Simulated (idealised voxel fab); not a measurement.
The following process module bears the name voxel self aligned contacts.
This is section cut - it's 145 nm across, gridded in 5 nm square cells.
Each cross-section below is a grid of square cells, stated as bands in top-down order, with one or more rows of cells making up each band. Band: top and bottom heights (nm) first, top before bottom; then materials from left to right, widths in nm. "full width" marks a sole material filling the band edge to edge. "blank" denotes empty space. A quick word on heights: they are counted from 0, and under that level the wafer as it came to us is one material throughout. The lowest band is different from the rest in having no bottom; it simply continues downward, written as in "0..down". With a width like "30..40", each row of cells in the band differs from the next by the same amount, the top row carrying the first number and the bottom row the second. When a step is marked "nothing different", none of the cells in the cross-section changed during that step. "closed voids" enumerates empty spaces isolated from the top, with no open way to it, that contain at least 8 cells, giving each as width x height at distance from the left edge, all three in nm. The remark found on a step's line after its settings is issued by the simulator itself and pertains to that step. "overlay nm" answers the question of how far to the right of plan the mask lay on a step that has a mask, and when it is negative the answer is to the left. Heads up before you read on: it's before/after pairs around one process step each, after side only down to the lowest band that changed, step plus settings under the pair. Pairs can be from different runs of this module, same starting wafer, so only chain a pair onto the one above if its "Snapshot before" entry says so.

Snapshot before:
- 0..down: Si full width
- closed voids: none

Resulting Cross-Section:
- 5..0: SiO2 full width
- Under the height 0 nothing was changed.
- closed voids: none
What was done to get from the upper cross-section to the lower one? CONFORMAL_DEP | material SiO2 | thk nm 5

Snapshot before: as in the pair right above, post-step view.

Resulting Cross-Section:
- 25..5: polySi full width
- Under the height 5 nothing was changed.
- closed voids: none
What was done to get from the upper cross-section to the lower one? DIRECTIONAL_DEP | material polySi | thk nm 20

Snapshot before: as in the pair right above, post-step view.

Resulting Cross-Section:
- 50..25: SiN full width
- Under the height 25 nothing was changed.
- closed voids: none
What was done to get from the upper cross-section to the lower one? DIRECTIONAL_DEP | material SiN | thk nm 25

Snapshot before: as in the pair right above, post-step view.

Resulting Cross-Section:
- 65..50: blank 20 | resist 30 | blank 40 | resist 30 | blank 25
- Under the height 50 nothing was changed.
- closed voids: none
What was done to get from the upper cross-section to the lower one? PATTERN | tone cover | mask id GATE | material resist | width nm 30 | pitch nm 70 | thk nm 15 | overlay nm 0

Snapshot before: as in the pair right above, post-step view.

Resulting Cross-Section:
- 65..50: blank 20 | resist 30 | blank 40 | resist 30 | blank 25
- 50..25: blank 20 | SiN 30 | blank 40 | SiN 30 | blank 25
- Under the height 25 nothing was changed.
- closed voids: none
What was done to get from the upper cross-section to the lower one? DIRECTIONAL_ETCH | etch materials SiN | depth nm 25

Snapshot before: as in the pair right above, post-step view.

Resulting Cross-Section:
- 65..50: blank 20 | resist 30 | blank 40 | resist 30 | blank 25
- 50..25: blank 20 | SiN 30 | blank 40 | SiN 30 | blank 25
- 25..5: blank 20 | polySi 30 | blank 40 | polySi 30 | blank 25
- Under the height 5 nothing was changed.
- closed voids: none
What was done to get from the upper cross-section to the lower one? DIRECTIONAL_ETCH | etch materials polySi | depth nm 20

Snapshot before: as in the pair right above, post-step view.

Resulting Cross-Section:
- 50..25: blank 20 | SiN 30 | blank 40 | SiN 30 | blank 25
- Under the height 25 nothing was changed.
- closed voids: none
What was done to get from the upper cross-section to the lower one? STRIP | etch materials resist

Snapshot before: as in the pair right above, post-step view.

Resulting Cross-Section:
- 60..25: blank 10 | SiN 50 | blank 20 | SiN 50 | blank 15
- 25..15: blank 10 | SiN 10 | polySi 30 | SiN 10 | blank 20 | SiN 10 | polySi 30 | SiN 10 | blank 15
- 15..5: SiN 20 | polySi 30 | SiN 40 | polySi 30 | SiN 25
- Under the height 5 nothing was changed.
- closed voids: none
What was done to get from the upper cross-section to the lower one? CONFORMAL_DEP | material SiN | thk nm 10

Snapshot before: as in the pair right above, post-step view.

Resulting Cross-Section:
- 50..25: blank 10 | SiN 50 | blank 20 | SiN 50 | blank 15
- 25..5: blank 10 | SiN 10 | polySi 30 | SiN 10 | blank 20 | SiN 10 | polySi 30 | SiN 10 | blank 15
- Under the height 5 nothing was changed.
- closed voids: none
What was done to get from the upper cross-section to the lower one? DIRECTIONAL_ETCH | etch materials SiN | depth nm 10

Snapshot before: as in the pair right above, post-step view.

Resulting Cross-Section:
- 65..50: SiO2 full width
- 50..25: SiO2 10 | SiN 50 | SiO2 20 | SiN 50 | SiO2 15
- 25..5: SiO2 10 | SiN 10 | polySi 30 | SiN 10 | SiO2 20 | SiN 10 | polySi 30 | SiN 10 | SiO2 15
- Under the height 5 nothing was changed.
- closed voids: none
What was done to get from the upper cross-section to the lower one? FILL_DEP | material SiO2 | thk nm 15

Snapshot before: as in the pair right above, post-step view.

Resulting Cross-Section:
- 55..50: SiO2 full width
- Under the height 50 nothing was changed.
- closed voids: none
What was done to get from the upper cross-section to the lower one? CMP | height nm 55

Snapshot before: as in the pair right above, post-step view.

Resulting Cross-Section:
- 55..50: SiO2 45 | blank 50 | SiO2 50
- 50..25: SiO2 10 | SiN 50 | blank 20 | SiN 50 | SiO2 15
- 25..5: SiO2 10 | SiN 10 | polySi 30 | SiN 10 | blank 20 | SiN 10 | polySi 30 | SiN 10 | SiO2 15
- 5..0: SiO2 60 | blank 20 | SiO2 65
- Under the height 0 nothing was changed.
- closed voids: none
What was done to get from the upper cross-section to the lower one? MASKED_ETCH | tone open | mask id CONTACT | width nm 50 | etch materials SiO2 | depth nm 55 | overlay nm 0

Snapshot before: as in the pair right above, post-step view.

Resulting Cross-Section:
- 60..55: TiN 50 | blank 40 | TiN 55
- 55..50: SiO2 45 | TiN 20 | blank 10 | TiN 20 | SiO2 50
- 50..25: SiO2 10 | SiN 50 | TiN 5 | blank 10 | TiN 5 | SiN 50 | SiO2 15
- 25..5: SiO2 10 | SiN 10 | polySi 30 | SiN 10 | TiN 5 | blank 10 | TiN 5 | SiN 10 | polySi 30 | SiN 10 | SiO2 15
- 5..0: SiO2 60 | TiN 20 | SiO2 65
- Under the height 0 nothing was changed.
- closed voids: none
What was done to get from the upper cross-section to the lower one? CONFORMAL_DEP | material TiN | thk nm 5

Snapshot before: as in the pair right above, post-step view.

Resulting Cross-Section:
- 70..60: W full width
- 60..55: TiN 50 | W 40 | TiN 55
- 55..50: SiO2 45 | TiN 20 | W 10 | TiN 20 | SiO2 50
- 50..25: SiO2 10 | SiN 50 | TiN 5 | W 10 | TiN 5 | SiN 50 | SiO2 15
- 25..5: SiO2 10 | SiN 10 | polySi 30 | SiN 10 | TiN 5 | W 10 | TiN 5 | SiN 10 | polySi 30 | SiN 10 | SiO2 15
- Under the height 5 nothing was changed.
- closed voids: none
What was done to get from the upper cross-section to the lower one? FILL_DEP | material W | thk nm 10

Snapshot before: as in the pair right above, post-step view.

Resulting Cross-Section:
- 55..50: SiO2 45 | TiN 20 | W 10 | TiN 20 | SiO2 50
- Under the height 50 nothing was changed.
- closed voids: none
What was done to get from the upper cross-section to the lower one? CMP | height nm 55

Snapshot before: as in the pair right above, post-step view.

Resulting Cross-Section:
- 60..55: SiCN full width
- Under the height 55 nothing was changed.
- closed voids: none
What was done to get from the upper cross-section to the lower one? CONFORMAL_DEP | material SiCN | thk nm 5

Snapshot before:
- 50..25: blank 20 | SiN 30 | blank 40 | SiN 30 | blank 25
- 25..5: blank 20 | polySi 30 | blank 40 | polySi 30 | blank 25
- 5..0: SiO2 full width
- 0..down: Si full width
- closed voids: none

Resulting Cross-Section:
- 40..25: blank 20 | SiN 30 | blank 40 | SiN 30 | blank 25
- Under the height 25 nothing was changed.
- closed voids: none
What was done to get from the upper cross-section to the lower one? DIRECTIONAL_ETCH | etch materials SiN | depth nm 10

Snapshot before: as in the pair right above, post-step view.

Resulting Cross-Section:
- 55..40: SiO2 full width
- 40..25: SiO2 20 | SiN 30 | SiO2 40 | SiN 30 | SiO2 25
- 25..5: SiO2 20 | polySi 30 | SiO2 40 | polySi 30 | SiO2 25
- Under the height 5 nothing was changed.
- closed voids: none
What was done to get from the upper cross-section to the lower one? FILL_DEP | material SiO2 | thk nm 15

Snapshot before: as in the pair right above, post-step view.

Resulting Cross-Section:
- 55..40: SiO2 45 | blank 50 | SiO2 50
- 40..25: SiO2 20 | SiN 30 | blank 40 | SiN 30 | SiO2 25
- 25..5: SiO2 20 | polySi 30 | blank 40 | polySi 30 | SiO2 25
- 5..0: SiO2 50 | blank 40 | SiO2 55
- Under the height 0 nothing was changed.
- closed voids: none
What was done to get from the upper cross-section to the lower one? MASKED_ETCH | tone open | mask id CONTACT | width nm 50 | etch materials SiO2 | depth nm 55 | overlay nm 0

Snapshot before: as in the pair right above, post-step view.

Resulting Cross-Section:
- 60..55: TiN 50 | blank 40 | TiN 55
- 55..45: SiO2 45 | TiN 5 | blank 40 | TiN 5 | SiO2 50
- 45..40: SiO2 45 | TiN 10 | blank 30 | TiN 10 | SiO2 50
- 40..25: SiO2 20 | SiN 30 | TiN 5 | blank 30 | TiN 5 | SiN 30 | SiO2 25
- 25..5: SiO2 20 | polySi 30 | TiN 5 | blank 30 | TiN 5 | polySi 30 | SiO2 25
- 5..0: SiO2 50 | TiN 40 | SiO2 55
- Under the height 0 nothing was changed.
- closed voids: none
What was done to get from the upper cross-section to the lower one? CONFORMAL_DEP | material TiN | thk nm 5

Snapshot before: as in the pair right above, post-step view.

Resulting Cross-Section:
- 70..60: W full width
- 60..55: TiN 50 | W 40 | TiN 55
- 55..45: SiO2 45 | TiN 5 | W 40 | TiN 5 | SiO2 50
- 45..40: SiO2 45 | TiN 10 | W 30 | TiN 10 | SiO2 50
- 40..25: SiO2 20 | SiN 30 | TiN 5 | W 30 | TiN 5 | SiN 30 | SiO2 25
- 25..5: SiO2 20 | polySi 30 | TiN 5 | W 30 | TiN 5 | polySi 30 | SiO2 25
- Under the height 5 nothing was changed.
- closed voids: none
What was done to get from the upper cross-section to the lower one? FILL_DEP | material W | thk nm 10

Snapshot before: as in the pair right above, post-step view.

Resulting Cross-Section:
- 55..45: SiO2 45 | TiN 5 | W 40 | TiN 5 | SiO2 50
- Under the height 45 nothing was changed.
- closed voids: none
What was done to get from the upper cross-section to the lower one? CMP | height nm 55

Snapshot before: as in the pair right above, post-step view.

Resulting Cross-Section:
- 60..55: SiCN full width
- Under the height 55 nothing was changed.
- closed voids: none
What was done to get from the upper cross-section to the lower one? CONFORMAL_DEP | material SiCN | thk nm 5

Snapshot before:
- 50..25: SiN full width
- 25..5: polySi full width
- 5..0: SiO2 full width
- 0..down: Si full width
- closed voids: none

Resulting Cross-Section:
- 75..25: SiN full width
- Under the height 25 nothing was changed.
- closed voids: none
What was done to get from the upper cross-section to the lower one? DIRECTIONAL_DEP | material SiN | thk nm 25

Snapshot before: as in the pair right above, post-step view.

Resulting Cross-Section:
- 90..75: blank 20 | resist 30 | blank 40 | resist 30 | blank 25
- Under the height 75 nothing was changed.
- closed voids: none
What was done to get from the upper cross-section to the lower one? PATTERN | tone cover | mask id GATE | material resist | width nm 30 | pitch nm 70 | thk nm 15 | overlay nm 0

Snapshot before: as in the pair right above, post-step view.

Resulting Cross-Section:
- 90..75: blank 20 | resist 30 | blank 40 | resist 30 | blank 25
- 75..50: blank 20 | SiN 30 | blank 40 | SiN 30 | blank 25
- Under the height 50 nothing was changed.
- closed voids: none
What was done to get from the upper cross-section to the lower one? DIRECTIONAL_ETCH | etch materials SiN | depth nm 25

Snapshot before: as in the pair right above, post-step view.

Resulting Cross-Section:
- 75..50: blank 20 | SiN 30 | blank 40 | SiN 30 | blank 25
- Under the height 50 nothing was changed.
- closed voids: none
What was done to get from the upper cross-section to the lower one? STRIP | etch materials resist

Snapshot before: as in the pair right above, post-step view.

Resulting Cross-Section:
- 85..60: blank 10 | SiN 50 | blank 20 | SiN 50 | blank 15
- 60..25: SiN full width
- Under the height 25 nothing was changed.
- closed voids: none
What was done to get from the upper cross-section to the lower one? CONFORMAL_DEP | material SiN | thk nm 10

Snapshot before: as in the pair right above, post-step view.

Resulting Cross-Section:
- 75..50: blank 10 | SiN 50 | blank 20 | SiN 50 | blank 15
- Under the height 50 nothing was changed.
- closed voids: none
What was done to get from the upper cross-section to the lower one? DIRECTIONAL_ETCH | etch materials SiN | depth nm 10

Snapshot before: as in the pair right above, post-step view.

Resulting Cross-Section:
- 90..75: SiO2 full width
- 75..50: SiO2 10 | SiN 50 | SiO2 20 | SiN 50 | SiO2 15
- Under the height 50 nothing was changed.
- closed voids: none
What was done to get from the upper cross-section to the lower one? FILL_DEP | material SiO2 | thk nm 15

Snapshot before: as in the pair right above, post-step view.

Resulting Cross-Section:
- 55..50: SiO2 10 | SiN 50 | SiO2 20 | SiN 50 | SiO2 15
- Under the height 50 nothing was changed.
- closed voids: none
What was done to get from the upper cross-section to the lower one? CMP | height nm 55

Snapshot before: as in the pair right above, post-step view.

Resulting Cross-Section:
- 55..50: SiO2 10 | SiN 50 | blank 20 | SiN 50 | SiO2 15
- Under the height 50 nothing was changed.
- closed voids: none
What was done to get from the upper cross-section to the lower one? MASKED_ETCH | tone open | mask id CONTACT | width nm 50 | etch materials SiO2 | depth nm 55 | overlay nm 0

Snapshot before: as in the pair right above, post-step view.

Resulting Cross-Section:
- 60..55: TiN 65 | blank 10 | TiN 70
- 55..50: SiO2 10 | SiN 50 | TiN 20 | SiN 50 | SiO2 15
- Under the height 50 nothing was changed.
- closed voids: none
What was done to get from the upper cross-section to the lower one? CONFORMAL_DEP | material TiN | thk nm 5

Snapshot before: as in the pair right above, post-step view.

Resulting Cross-Section:
- 70..60: W full width
- 60..55: TiN 65 | W 10 | TiN 70
- Under the height 55 nothing was changed.
- closed voids: none
What was done to get from the upper cross-section to the lower one? FILL_DEP | material W | thk nm 10

Snapshot before: as in the pair right above, post-step view.

Resulting Cross-Section:
- 55..50: SiO2 10 | SiN 50 | TiN 20 | SiN 50 | SiO2 15
- Under the height 50 nothing was changed.
- closed voids: none
What was done to get from the upper cross-section to the lower one? CMP | height nm 55

Snapshot before: as in the pair right above, post-step view.

Resulting Cross-Section:
- 60..55: SiCN full width
- Under the height 55 nothing was changed.
- closed voids: none
What was done to get from the upper cross-section to the lower one? CONFORMAL_DEP | material SiCN | thk nm 5

Snapshot before:
- 5..0: SiO2 full width
- 0..down: Si full width
- closed voids: none

Resulting Cross-Section:
- 30..5: SiN full width
- Under the height 5 nothing was changed.
- closed voids: none
What was done to get from the upper cross-section to the lower one? DIRECTIONAL_DEP | material SiN | thk nm 25

Snapshot before: as in the pair right above, post-step view.

Resulting Cross-Section:
- 50..30: polySi full width
- Under the height 30 nothing was changed.
- closed voids: none
What was done to get from the upper cross-section to the lower one? DIRECTIONAL_DEP | material polySi | thk nm 20

Snapshot before: as in the pair right above, post-step view.

Resulting Cross-Section:
- 65..50: blank 20 | resist 30 | blank 40 | resist 30 | blank 25
- Under the height 50 nothing was changed.
- closed voids: none
What was done to get from the upper cross-section to the lower one? PATTERN | tone cover | mask id GATE | material resist | width nm 30 | pitch nm 70 | thk nm 15 | overlay nm 0

Snapshot before: as in the pair right above, post-step view.

Resulting Cross-Section:
- 65..50: blank 20 | resist 30 | blank 40 | resist 30 | blank 25
- 50..30: blank 20 | polySi 30 | blank 40 | polySi 30 | blank 25
- Under the height 30 nothing was changed.
- closed voids: none
What was done to get from the upper cross-section to the lower one? DIRECTIONAL_ETCH | etch materials polySi | depth nm 20

Snapshot before: as in the pair right above, post-step view.

Resulting Cross-Section:
- 50..30: blank 20 | polySi 30 | blank 40 | polySi 30 | blank 25
- Under the height 30 nothing was changed.
- closed voids: none
What was done to get from the upper cross-section to the lower one? STRIP | etch materials resist

Snapshot before: as in the pair right above, post-step view.

Resulting Cross-Section:
- 60..50: blank 10 | SiN 50 | blank 20 | SiN 50 | blank 15
- 50..40: blank 10 | SiN 10 | polySi 30 | SiN 10 | blank 20 | SiN 10 | polySi 30 | SiN 10 | blank 15
- 40..30: SiN 20 | polySi 30 | SiN 40 | polySi 30 | SiN 25
- Under the height 30 nothing was changed.
- closed voids: none
What was done to get from the upper cross-section to the lower one? CONFORMAL_DEP | material SiN | thk nm 10

Snapshot before: as in the pair right above, post-step view.

Resulting Cross-Section:
- 50..30: blank 10 | SiN 10 | polySi 30 | SiN 10 | blank 20 | SiN 10 | polySi 30 | SiN 10 | blank 15
- Under the height 30 nothing was changed.
- closed voids: none
What was done to get from the upper cross-section to the lower one? DIRECTIONAL_ETCH | etch materials SiN | depth nm 10

Snapshot before: as in the pair right above, post-step view.

Resulting Cross-Section:
- 65..50: SiO2 full width
- 50..30: SiO2 10 | SiN 10 | polySi 30 | SiN 10 | SiO2 20 | SiN 10 | polySi 30 | SiN 10 | SiO2 15
- Under the height 30 nothing was changed.
- closed voids: none
What was done to get from the upper cross-section to the lower one? FILL_DEP | material SiO2 | thk nm 15

Snapshot before: as in the pair right above, post-step view.

Resulting Cross-Section:
- 55..50: SiO2 full width
- Under the height 50 nothing was changed.
- closed voids: none
What was done to get from the upper cross-section to the lower one? CMP | height nm 55

Snapshot before: as in the pair right above, post-step view.

Resulting Cross-Section:
- 55..50: SiO2 45 | blank 50 | SiO2 50
- 50..30: SiO2 10 | SiN 10 | polySi 30 | SiN 10 | blank 20 | SiN 10 | polySi 30 | SiN 10 | SiO2 15
- Under the height 30 nothing was changed.
- closed voids: none
What was done to get from the upper cross-section to the lower one? MASKED_ETCH | tone open | mask id CONTACT | width nm 50 | etch materials SiO2 | depth nm 55 | overlay nm 0

Snapshot before: as in the pair right above, post-step view.

Resulting Cross-Section:
- 60..55: TiN 50 | blank 40 | TiN 55
- 55..50: SiO2 45 | TiN 20 | blank 10 | TiN 20 | SiO2 50
- 50..35: SiO2 10 | SiN 10 | polySi 30 | SiN 10 | TiN 5 | blank 10 | TiN 5 | SiN 10 | polySi 30 | SiN 10 | SiO2 15
- 35..30: SiO2 10 | SiN 10 | polySi 30 | SiN 10 | TiN 20 | SiN 10 | polySi 30 | SiN 10 | SiO2 15
- Under the height 30 nothing was changed.
- closed voids: none
What was done to get from the upper cross-section to the lower one? CONFORMAL_DEP | material TiN | thk nm 5

Snapshot before: as in the pair right above, post-step view.

Resulting Cross-Section:
- 70..60: W full width
- 60..55: TiN 50 | W 40 | TiN 55
- 55..50: SiO2 45 | TiN 20 | W 10 | TiN 20 | SiO2 50
- 50..35: SiO2 10 | SiN 10 | polySi 30 | SiN 10 | TiN 5 | W 10 | TiN 5 | SiN 10 | polySi 30 | SiN 10 | SiO2 15
- Under the height 35 nothing was changed.
- closed voids: none
What was done to get from the upper cross-section to the lower one? FILL_DEP | material W | thk nm 10

Snapshot before: as in the pair right above, post-step view.

Resulting Cross-Section:
- 55..50: SiO2 45 | TiN 20 | W 10 | TiN 20 | SiO2 50
- Under the height 50 nothing was changed.
- closed voids: none
What was done to get from the upper cross-section to the lower one? CMP | height nm 55

Snapshot before: as in the pair right above, post-step view.

Resulting Cross-Section:
- 60..55: SiCN full width
- Under the height 55 nothing was changed.
- closed voids: none
What was done to get from the upper cross-section to the lower one? CONFORMAL_DEP | material SiCN | thk nm 5

Snapshot before:
- 65..50: blank 20 | resist 30 | blank 40 | resist 30 | blank 25
- 50..25: SiN full width
- 25..5: polySi full width
- 5..0: SiO2 full width
- 0..down: Si full width
- closed voids: none

Resulting Cross-Section:
- 65..50: blank 20 | resist 30 | blank 40 | resist 30 | blank 25
- 50..35: blank 20 | SiN 30 | blank 40 | SiN 30 | blank 25
- Under the height 35 nothing was changed.
- closed voids: none
What was done to get from the upper cross-section to the lower one? DIRECTIONAL_ETCH | etch materials SiN | depth nm 15

Snapshot before: as in the pair right above, post-step view.

Resulting Cross-Section:
- 50..35: blank 20 | SiN 30 | blank 40 | SiN 30 | blank 25
- Under the height 35 nothing was changed.
- closed voids: none
What was done to get from the upper cross-section to the lower one? STRIP | etch materials resist

Snapshot before: as in the pair right above, post-step view.

Resulting Cross-Section:
- 60..45: blank 10 | SiN 50 | blank 20 | SiN 50 | blank 15
- 45..25: SiN full width
- Under the height 25 nothing was changed.
- closed voids: none
What was done to get from the upper cross-section to the lower one? CONFORMAL_DEP | material SiN | thk nm 10

Snapshot before: as in the pair right above, post-step view.

Resulting Cross-Section:
- 50..35: blank 10 | SiN 50 | blank 20 | SiN 50 | blank 15
- Under the height 35 nothing was changed.
- closed voids: none
What was done to get from the upper cross-section to the lower one? DIRECTIONAL_ETCH | etch materials SiN | depth nm 10

Snapshot before: as in the pair right above, post-step view.

Resulting Cross-Section:
- 65..50: SiO2 full width
- 50..35: SiO2 10 | SiN 50 | SiO2 20 | SiN 50 | SiO2 15
- Under the height 35 nothing was changed.
- closed voids: none
What was done to get from the upper cross-section to the lower one? FILL_DEP | material SiO2 | thk nm 15

Snapshot before: as in the pair right above, post-step view.

Resulting Cross-Section:
- 55..50: SiO2 full width
- Under the height 50 nothing was changed.
- closed voids: none
What was done to get from the upper cross-section to the lower one? CMP | height nm 55

Snapshot before: as in the pair right above, post-step view.

Resulting Cross-Section:
- 55..50: SiO2 45 | blank 50 | SiO2 50
- 50..35: SiO2 10 | SiN 50 | blank 20 | SiN 50 | SiO2 15
- Under the height 35 nothing was changed.
- closed voids: none
What was done to get from the upper cross-section to the lower one? MASKED_ETCH | tone open | mask id CONTACT | width nm 50 | etch materials SiO2 | depth nm 55 | overlay nm 0

Snapshot before: as in the pair right above, post-step view.

Resulting Cross-Section:
- 60..55: TiN 50 | blank 40 | TiN 55
- 55..50: SiO2 45 | TiN 20 | blank 10 | TiN 20 | SiO2 50
- 50..40: SiO2 10 | SiN 50 | TiN 5 | blank 10 | TiN 5 | SiN 50 | SiO2 15
- 40..35: SiO2 10 | SiN 50 | TiN 20 | SiN 50 | SiO2 15
- Under the height 35 nothing was changed.
- closed voids: none
What was done to get from the upper cross-section to the lower one? CONFORMAL_DEP | material TiN | thk nm 5

Snapshot before: as in the pair right above, post-step view.

Resulting Cross-Section:
- 70..60: W full width
- 60..55: TiN 50 | W 40 | TiN 55
- 55..50: SiO2 45 | TiN 20 | W 10 | TiN 20 | SiO2 50
- 50..40: SiO2 10 | SiN 50 | TiN 5 | W 10 | TiN 5 | SiN 50 | SiO2 15
- Under the height 40 nothing was changed.
- closed voids: none
What was done to get from the upper cross-section to the lower one? FILL_DEP | material W | thk nm 10

Snapshot before: as in the pair right above, post-step view.

Resulting Cross-Section:
- 55..50: SiO2 45 | TiN 20 | W 10 | TiN 20 | SiO2 50
- Under the height 50 nothing was changed.
- closed voids: none
What was done to get from the upper cross-section to the lower one? CMP | height nm 55

Snapshot before: as in the pair right above, post-step view.

Resulting Cross-Section:
- 60..55: SiCN full width
- Under the height 55 nothing was changed.
- closed voids: none
What was done to get from the upper cross-section to the lower one? CONFORMAL_DEP | material SiCN | thk nm 5

Snapshot before:
- 50..25: SiN full width
- 25..5: polySi full width
- 5..0: SiO2 full width
- 0..down: Si full width
- closed voids: none

Resulting Cross-Section:
- 65..50: blank 25 | resist 25 | blank 45 | resist 25 | blank 25
- Under the height 50 nothing was changed.
- closed voids: none
What was done to get from the upper cross-section to the lower one? PATTERN | tone cover | mask id GATE | material resist | width nm 25 | pitch nm 70 | thk nm 15 | overlay nm 0

Snapshot before: as in the pair right above, post-step view.

Resulting Cross-Section:
- 65..50: blank 25 | resist 25 | blank 45 | resist 25 | blank 25
- 50..25: blank 25 | SiN 25 | blank 45 | SiN 25 | blank 25
- Under the height 25 nothing was changed.
- closed voids: none
What was done to get from the upper cross-section to the lower one? DIRECTIONAL_ETCH | etch materials SiN | depth nm 25

Snapshot before: as in the pair right above, post-step view.

Resulting Cross-Section:
- 65..50: blank 25 | resist 25 | blank 45 | resist 25 | blank 25
- 50..25: blank 25 | SiN 25 | blank 45 | SiN 25 | blank 25
- 25..5: blank 25 | polySi 25 | blank 45 | polySi 25 | blank 25
- Under the height 5 nothing was changed.
- closed voids: none
What was done to get from the upper cross-section to the lower one? DIRECTIONAL_ETCH | etch materials polySi | depth nm 20

Snapshot before: as in the pair right above, post-step view.

Resulting Cross-Section:
- 50..25: blank 25 | SiN 25 | blank 45 | SiN 25 | blank 25
- Under the height 25 nothing was changed.
- closed voids: none
What was done to get from the upper cross-section to the lower one? STRIP | etch materials resist

Snapshot before: as in the pair right above, post-step view.

Resulting Cross-Section:
- 60..25: blank 15 | SiN 45 | blank 25 | SiN 45 | blank 15
- 25..15: blank 15 | SiN 10 | polySi 25 | SiN 10 | blank 25 | SiN 10 | polySi 25 | SiN 10 | blank 15
- 15..5: SiN 25 | polySi 25 | SiN 45 | polySi 25 | SiN 25
- Under the height 5 nothing was changed.
- closed voids: none
What was done to get from the upper cross-section to the lower one? CONFORMAL_DEP | material SiN | thk nm 10

Snapshot before: as in the pair right above, post-step view.

Resulting Cross-Section:
- 50..25: blank 15 | SiN 45 | blank 25 | SiN 45 | blank 15
- 25..5: blank 15 | SiN 10 | polySi 25 | SiN 10 | blank 25 | SiN 10 | polySi 25 | SiN 10 | blank 15
- Under the height 5 nothing was changed.
- closed voids: none
What was done to get from the upper cross-section to the lower one? DIRECTIONAL_ETCH | etch materials SiN | depth nm 10

Snapshot before: as in the pair right above, post-step view.

Resulting Cross-Section:
- 65..50: SiO2 full width
- 50..25: SiO2 15 | SiN 45 | SiO2 25 | SiN 45 | SiO2 15
- 25..5: SiO2 15 | SiN 10 | polySi 25 | SiN 10 | SiO2 25 | SiN 10 | polySi 25 | SiN 10 | SiO2 15
- Under the height 5 nothing was changed.
- closed voids: none
What was done to get from the upper cross-section to the lower one? FILL_DEP | material SiO2 | thk nm 15

Snapshot before: as in the pair right above, post-step view.

Resulting Cross-Section:
- 55..50: SiO2 full width
- Under the height 50 nothing was changed.
- closed voids: none
What was done to get from the upper cross-section to the lower one? CMP | height nm 55

Snapshot before: as in the pair right above, post-step view.

Resulting Cross-Section:
- 55..50: SiO2 45 | blank 50 | SiO2 50
- 50..25: SiO2 15 | SiN 45 | blank 25 | SiN 45 | SiO2 15
- 25..5: SiO2 15 | SiN 10 | polySi 25 | SiN 10 | blank 25 | SiN 10 | polySi 25 | SiN 10 | SiO2 15
- 5..0: SiO2 60 | blank 25 | SiO2 60
- Under the height 0 nothing was changed.
- closed voids: none
What was done to get from the upper cross-section to the lower one? MASKED_ETCH | tone open | mask id CONTACT | width nm 50 | etch materials SiO2 | depth nm 55 | overlay nm 0

Snapshot before: as in the pair right above, post-step view.

Resulting Cross-Section:
- 60..55: TiN 50 | blank 40 | TiN 55
- 55..50: SiO2 45 | TiN 20 | blank 15 | TiN 15 | SiO2 50
- 50..25: SiO2 15 | SiN 45 | TiN 5 | blank 15 | TiN 5 | SiN 45 | SiO2 15
- 25..5: SiO2 15 | SiN 10 | polySi 25 | SiN 10 | TiN 5 | blank 15 | TiN 5 | SiN 10 | polySi 25 | SiN 10 | SiO2 15
- 5..0: SiO2 60 | TiN 25 | SiO2 60
- Under the height 0 nothing was changed.
- closed voids: none
What was done to get from the upper cross-section to the lower one? CONFORMAL_DEP | material TiN | thk nm 5

Snapshot before: as in the pair right above, post-step view.

Resulting Cross-Section:
- 70..60: W full width
- 60..55: TiN 50 | W 40 | TiN 55
- 55..50: SiO2 45 | TiN 20 | W 15 | TiN 15 | SiO2 50
- 50..25: SiO2 15 | SiN 45 | TiN 5 | W 15 | TiN 5 | SiN 45 | SiO2 15
- 25..5: SiO2 15 | SiN 10 | polySi 25 | SiN 10 | TiN 5 | W 15 | TiN 5 | SiN 10 | polySi 25 | SiN 10 | SiO2 15
- Under the height 5 nothing was changed.
- closed voids: none
What was done to get from the upper cross-section to the lower one? FILL_DEP | material W | thk nm 10

Snapshot before: as in the pair right above, post-step view.

Resulting Cross-Section:
- 55..50: SiO2 45 | TiN 20 | W 15 | TiN 15 | SiO2 50
- Under the height 50 nothing was changed.
- closed voids: none
What was done to get from the upper cross-section to the lower one? CMP | height nm 55

Snapshot before: as in the pair right above, post-step view.

Resulting Cross-Section:
- 60..55: SiCN full width
- Under the height 55 nothing was changed.
- closed voids: none
What was done to get from the upper cross-section to the lower one? CONFORMAL_DEP | material SiCN | thk nm 5

Snapshot before:
- 55..50: SiO2 full width
- 50..25: SiO2 10 | SiN 50 | SiO2 20 | SiN 50 | SiO2 15
- 25..5: SiO2 10 | SiN 10 | polySi 30 | SiN 10 | SiO2 20 | SiN 10 | polySi 30 | SiN 10 | SiO2 15
- 5..0: SiO2 full width
- 0..down: Si full width
- closed voids: none

Resulting Cross-Section:
- 55..50: SiO2 50 | blank 50 | SiO2 45
- 50..25: SiO2 10 | SiN 50 | blank 20 | SiN 50 | SiO2 15
- 25..5: SiO2 10 | SiN 10 | polySi 30 | SiN 10 | blank 20 | SiN 10 | polySi 30 | SiN 10 | SiO2 15
- 5..0: SiO2 60 | blank 20 | SiO2 65
- Under the height 0 nothing was changed.
- closed voids: none
What was done to get from the upper cross-section to the lower one? MASKED_ETCH | tone open | mask id CONTACT | width nm 50 | etch materials SiO2 | depth nm 55 | overlay nm 5

Snapshot before: as in the pair right above, post-step view.

Resulting Cross-Section:
- 60..55: TiN 55 | blank 40 | TiN 50
- 55..50: SiO2 50 | TiN 15 | blank 10 | TiN 25 | SiO2 45
- 50..25: SiO2 10 | SiN 50 | TiN 5 | blank 10 | TiN 5 | SiN 50 | SiO2 15
- 25..5: SiO2 10 | SiN 10 | polySi 30 | SiN 10 | TiN 5 | blank 10 | TiN 5 | SiN 10 | polySi 30 | SiN 10 | SiO2 15
- 5..0: SiO2 60 | TiN 20 | SiO2 65
- Under the height 0 nothing was changed.
- closed voids: none
What was done to get from the upper cross-section to the lower one? CONFORMAL_DEP | material TiN | thk nm 5

Snapshot before: as in the pair right above, post-step view.

Resulting Cross-Section:
- 70..60: W full width
- 60..55: TiN 55 | W 40 | TiN 50
- 55..50: SiO2 50 | TiN 15 | W 10 | TiN 25 | SiO2 45
- 50..25: SiO2 10 | SiN 50 | TiN 5 | W 10 | TiN 5 | SiN 50 | SiO2 15
- 25..5: SiO2 10 | SiN 10 | polySi 30 | SiN 10 | TiN 5 | W 10 | TiN 5 | SiN 10 | polySi 30 | SiN 10 | SiO2 15
- Under the height 5 nothing was changed.
- closed voids: none
What was done to get from the upper cross-section to the lower one? FILL_DEP | material W | thk nm 10
